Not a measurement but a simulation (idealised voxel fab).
Process module in this document: voxel ribs on slabs
Cross-sectional view cut (width: 260 nm; square cell size: 5 nm).
This document writes a cross-section as a grid whose cells are square, and gives it as bands, listed from the top down; one or more rows of cells form a band.
Read a band's entry like this: the first values are the height of its top and the height of its bottom in nm, and what follows is the sequence of materials from left to right, each with its width in nm. Note that "blank" is empty space, and that a single material marked "everywhere" reaches across the band from edge to edge.
A quick word on heights: they are counted from 0, and under that level the wafer as it came to us is one material throughout. The lowest band is different from the rest in having no bottom; it simply continues downward, written as in "0 and below".
Think of "30 to 40" as a width that walks from the first number to the second as you go down the band, top row to bottom row, taking equal-sized steps from row to row.
What does "no change occurred" mean for a step? It means no cell of the cross-section changed in that step.
What "Enclosed cavity list" gives you is every empty space of 8 cells or more that is cut off from the top. Each appears as width x height at distance, with the distance taken from the left edge and width, height and distance all in nm.
If you see something after the settings on a step's line, that's the simulator's own remark about that step.
"overlay nm" denotes, for a step that has a mask, the displacement of the mask to the right of its planned place, with negative values corresponding to the left.

LIST OF PLANNED PROCESS STEPS
1: RECEIVE [material Si]
2: DIRECTIONAL_DEP [material SiO2] [thk nm 20]
3: DIRECTIONAL_DEP [material SiN] [thk nm 15]
4: DIRECTIONAL_DEP [material aC] [thk nm 10]
5: PATTERN [tone cover] [mask id RIB] [material resist] [width nm 20] [thk nm 25] [overlay nm 0]
6: DIRECTIONAL_ETCH [etch materials aC] [depth nm 10]
7: STRIP [etch materials resist]
8: DIRECTIONAL_ETCH [etch materials SiN] [depth nm 10]
9: STRIP [etch materials aC]
10: MASKED_ETCH [tone cover] [mask id SLAB] [width nm 70] [etch materials SiN] [depth nm 5] [overlay nm 0]
11: FILL_DEP [material SiO2] [thk nm 20]
12: CMP [height nm 45]
13: DIRECTIONAL_DEP [material TiN] [thk nm 10]
14: PATTERN [tone cover] [mask id HEATER] [material resist] [width nm 30] [thk nm 15] [overlay nm 0]
15: DIRECTIONAL_ETCH [etch materials TiN] [depth nm 10]
16: STRIP [etch materials resist]
17: CONFORMAL_DEP [material SiO2] [thk nm 10]

THE CROSS-SECTION HERE SHOWS THE WAFER AS RECEIVED, I.E. IN ITS STATE AFTER STEP 1
  0 and below  Si everywhere
  Enclosed cavity list: none

FIGURE: CROSS-SECTIONAL VIEW OF THE WAFER UPON COMPLETION OF THE MODULE, PROCESSED FROM THE INITIAL STATE AND ACCORDING TO THE PLAN DEPICTED ABOVE, WITH ONE ERROR INTRODUCED DURING EXECUTION
  65 down to 55  blank (105) | SiO2 (50) | blank (105)
  55 down to 45  SiO2 (115) | TiN (30) | SiO2 (115)
  45 down to 35  SiO2 everywhere
  35 down to 25  SiO2 (125) | SiN (20) | SiO2 (115)
  25 down to 20  SiO2 (95) | SiN (70) | SiO2 (95)
  20 down to 0  SiO2 everywhere
  0 and below  Si everywhere
  Enclosed cavity list: none
It is concluded that the wafer was processed incorrectly with respect to the plan, in that step 5 deviated from plan and actually ran as PATTERN [tone cover] [mask id RIB] [material resist] [width nm 20] [thk nm 25] [overlay nm 5]
